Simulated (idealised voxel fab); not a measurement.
Proc. module: voxel trench capacitor
This is section cut - it's 265 nm across, gridded in 5 nm square cells.
Cross-sections here: square-cell grids, written as top-down lists of bands, a band being one or more rows of cells.
Band entry format. Leading values: height of top, height of bottom, nm. Remainder: materials in left-to-right order, each with its width in nm. Special words: "throughout" on a single material, which then fills the band edge to edge; "air", empty space.
Heights are expressed relative to 0, this being the level below which the as-received wafer comprises one material exclusively. The lowest band is unbounded in the downward direction and is denoted as in "0 down".
Note: "30 to 40" means the width goes from the first number (top row of the band) to the second number (bottom row) in equal steps per row of cells.
The designation "no alteration", where it is given for a processing step, indicates that no cell of the cross-section was altered in the course of that step.
"Fully closed voids" enumerates empty spaces isolated from the top, with no open way to it, that contain at least 8 cells, giving each as width x height at distance from the left edge, all three in nm.
Whatever follows a step's settings on its line is a remark the simulator itself makes about that step.
On any step carrying a mask, the "overlay nm" setting, if present on the step's line, tells how far right of its planned place the mask lay; negative values point to the left.

### Steps in the process plan
1) RECEIVE [material Si]
2) CONFORMAL_DEP [material SiN] [thk nm 10]
3) DIRECTIONAL_DEP [material aC] [thk nm 15]
4) PATTERN [tone open] [mask id TRENCH] [material resist] [width nm 20] [pitch nm 45] [thk nm 35] [overlay nm 0]
5) DIRECTIONAL_ETCH [etch materials aC] [depth nm 15]
6) STRIP [etch materials resist]
7) DIRECTIONAL_ETCH [etch materials SiN] [depth nm 10]
8) DIRECTIONAL_ETCH [etch materials Si] [depth nm 40]
9) STRIP [etch materials aC]
10) CONFORMAL_DEP [material Al2O3] [thk nm 5]
11) FILL_DEP [material polySi] [thk nm 5]
12) CMP [height nm 10]

### Wafer, first of two, run as planned

### Cross-section, incoming material, after step 1
  0 down: Si throughout
  Fully closed voids: none

### Once step 2 is through, the wafer looks like this in cross-section
  10 to 0: SiN throughout
  below 0: unchanged

### Once step 3 is through, the wafer looks like this in cross-section
  25 to 10: aC throughout
  below 10: unchanged

### Once step 4 is through, the wafer looks like this in cross-section
  60 to 25: resist: 75, then air: 20, then resist: 25, then air: 20, then resist: 25, then air: 20, then resist: 80
  below 25: unchanged

### Once step 5 is through, the wafer looks like this in cross-section
  45 to 25: resist: 75, then air: 20, then resist: 25, then air: 20, then resist: 25, then air: 20, then resist: 80
  25 to 10: aC: 75, then air: 20, then aC: 25, then air: 20, then aC: 25, then air: 20, then aC: 80
  below 10: unchanged

### Once step 6 is through, the wafer looks like this in cross-section
  25 to 10: aC: 75, then air: 20, then aC: 25, then air: 20, then aC: 25, then air: 20, then aC: 80
  below 10: unchanged

### Once step 7 is through, the wafer looks like this in cross-section
  25 to 10: aC: 75, then air: 20, then aC: 25, then air: 20, then aC: 25, then air: 20, then aC: 80
  10 to 0: SiN: 75, then air: 20, then SiN: 25, then air: 20, then SiN: 25, then air: 20, then SiN: 80
  below 0: unchanged

### Once step 8 is through, the wafer looks like this in cross-section
  25 to 10: aC: 75, then air: 20, then aC: 25, then air: 20, then aC: 25, then air: 20, then aC: 80
  10 to 0: SiN: 75, then air: 20, then SiN: 25, then air: 20, then SiN: 25, then air: 20, then SiN: 80
  0 to -40: Si: 75, then air: 20, then Si: 25, then air: 20, then Si: 25, then air: 20, then Si: 80
  below -40: unchanged

### Once step 9 is through, the wafer looks like this in cross-section
  10 to 0: SiN: 75, then air: 20, then SiN: 25, then air: 20, then SiN: 25, then air: 20, then SiN: 80
  below 0: unchanged

### Once step 10 is through, the wafer looks like this in cross-section
  15 to 10: Al2O3: 80, then air: 10, then Al2O3: 35, then air: 10, then Al2O3: 35, then air: 10, then Al2O3: 85
  10 to 0: SiN: 75, then Al2O3: 5, then air: 10, then Al2O3: 5, then SiN: 25, then Al2O3: 5, then air: 10, then Al2O3: 5, then SiN: 25, then Al2O3: 5, then air: 10, then Al2O3: 5, then SiN: 80
  0 to -35: Si: 75, then Al2O3: 5, then air: 10, then Al2O3: 5, then Si: 25, then Al2O3: 5, then air: 10, then Al2O3: 5, then Si: 25, then Al2O3: 5, then air: 10, then Al2O3: 5, then Si: 80
  -35 to -40: Si: 75, then Al2O3: 20, then Si: 25, then Al2O3: 20, then Si: 25, then Al2O3: 20, then Si: 80
  below -40: unchanged

### Once step 11 is through, the wafer looks like this in cross-section
  20 to 15: polySi throughout
  15 to 10: Al2O3: 80, then polySi: 10, then Al2O3: 35, then polySi: 10, then Al2O3: 35, then polySi: 10, then Al2O3: 85
  10 to 0: SiN: 75, then Al2O3: 5, then polySi: 10, then Al2O3: 5, then SiN: 25, then Al2O3: 5, then polySi: 10, then Al2O3: 5, then SiN: 25, then Al2O3: 5, then polySi: 10, then Al2O3: 5, then SiN: 80
  0 to -35: Si: 75, then Al2O3: 5, then polySi: 10, then Al2O3: 5, then Si: 25, then Al2O3: 5, then polySi: 10, then Al2O3: 5, then Si: 25, then Al2O3: 5, then polySi: 10, then Al2O3: 5, then Si: 80
  below -35: unchanged

### Once step 12 is through, the wafer looks like this in cross-section
  10 to 0: SiN: 75, then Al2O3: 5, then polySi: 10, then Al2O3: 5, then SiN: 25, then Al2O3: 5, then polySi: 10, then Al2O3: 5, then SiN: 25, then Al2O3: 5, then polySi: 10, then Al2O3: 5, then SiN: 80
  below 0: unchanged

### The Second Wafer: Common Origin and Plan, One Mistake in Execution, Identical to the First Through Step 3

### At the planned end of step 4, the second wafer in cross-section
  60 to 25: resist: 80, then air: 20, then resist: 25, then air: 20, then resist: 25, then air: 20, then resist: 75
  below 25: unchanged

### At the planned end of step 5, the second wafer in cross-section
  45 to 25: resist: 80, then air: 20, then resist: 25, then air: 20, then resist: 25, then air: 20, then resist: 75
  25 to 10: aC: 80, then air: 20, then aC: 25, then air: 20, then aC: 25, then air: 20, then aC: 75
  below 10: unchanged

### At the planned end of step 6, the second wafer in cross-section
  25 to 10: aC: 80, then air: 20, then aC: 25, then air: 20, then aC: 25, then air: 20, then aC: 75
  below 10: unchanged

### At the planned end of step 7, the second wafer in cross-section
  25 to 10: aC: 80, then air: 20, then aC: 25, then air: 20, then aC: 25, then air: 20, then aC: 75
  10 to 0: SiN: 80, then air: 20, then SiN: 25, then air: 20, then SiN: 25, then air: 20, then SiN: 75
  below 0: unchanged

### At the planned end of step 8, the second wafer in cross-section
  25 to 10: aC: 80, then air: 20, then aC: 25, then air: 20, then aC: 25, then air: 20, then aC: 75
  10 to 0: SiN: 80, then air: 20, then SiN: 25, then air: 20, then SiN: 25, then air: 20, then SiN: 75
  0 to -40: Si: 80, then air: 20, then Si: 25, then air: 20, then Si: 25, then air: 20, then Si: 75
  below -40: unchanged

### At the planned end of step 9, the second wafer in cross-section
  10 to 0: SiN: 80, then air: 20, then SiN: 25, then air: 20, then SiN: 25, then air: 20, then SiN: 75
  below 0: unchanged

### At the planned end of step 10, the second wafer in cross-section
  15 to 10: Al2O3: 85, then air: 10, then Al2O3: 35, then air: 10, then Al2O3: 35, then air: 10, then Al2O3: 80
  10 to 0: SiN: 80, then Al2O3: 5, then air: 10, then Al2O3: 5, then SiN: 25, then Al2O3: 5, then air: 10, then Al2O3: 5, then SiN: 25, then Al2O3: 5, then air: 10, then Al2O3: 5, then SiN: 75
  0 to -35: Si: 80, then Al2O3: 5, then air: 10, then Al2O3: 5, then Si: 25, then Al2O3: 5, then air: 10, then Al2O3: 5, then Si: 25, then Al2O3: 5, then air: 10, then Al2O3: 5, then Si: 75
  -35 to -40: Si: 80, then Al2O3: 20, then Si: 25, then Al2O3: 20, then Si: 25, then Al2O3: 20, then Si: 75
  below -40: unchanged

### At the planned end of step 11, the second wafer in cross-section
  20 to 15: polySi throughout
  15 to 10: Al2O3: 85, then polySi: 10, then Al2O3: 35, then polySi: 10, then Al2O3: 35, then polySi: 10, then Al2O3: 80
  10 to 0: SiN: 80, then Al2O3: 5, then polySi: 10, then Al2O3: 5, then SiN: 25, then Al2O3: 5, then polySi: 10, then Al2O3: 5, then SiN: 25, then Al2O3: 5, then polySi: 10, then Al2O3: 5, then SiN: 75
  0 to -35: Si: 80, then Al2O3: 5, then polySi: 10, then Al2O3: 5, then Si: 25, then Al2O3: 5, then polySi: 10, then Al2O3: 5, then Si: 25, then Al2O3: 5, then polySi: 10, then Al2O3: 5, then Si: 75
  below -35: unchanged

### At the planned end of step 12, the second wafer in cross-section
  10 to 0: SiN: 80, then Al2O3: 5, then polySi: 10, then Al2O3: 5, then SiN: 25, then Al2O3: 5, then polySi: 10, then Al2O3: 5, then SiN: 25, then Al2O3: 5, then polySi: 10, then Al2O3: 5, then SiN: 75
  below 0: unchanged
Where did the run depart from the plan? for step 4, the planned setting was not used; the step was instead run as PATTERN [tone open] [mask id TRENCH] [material resist] [width nm 20] [pitch nm 45] [thk nm 35] [overlay nm 5]
Matching per-material cell counts, mismatched positions: that is how the second wafer compares with the first at the end.
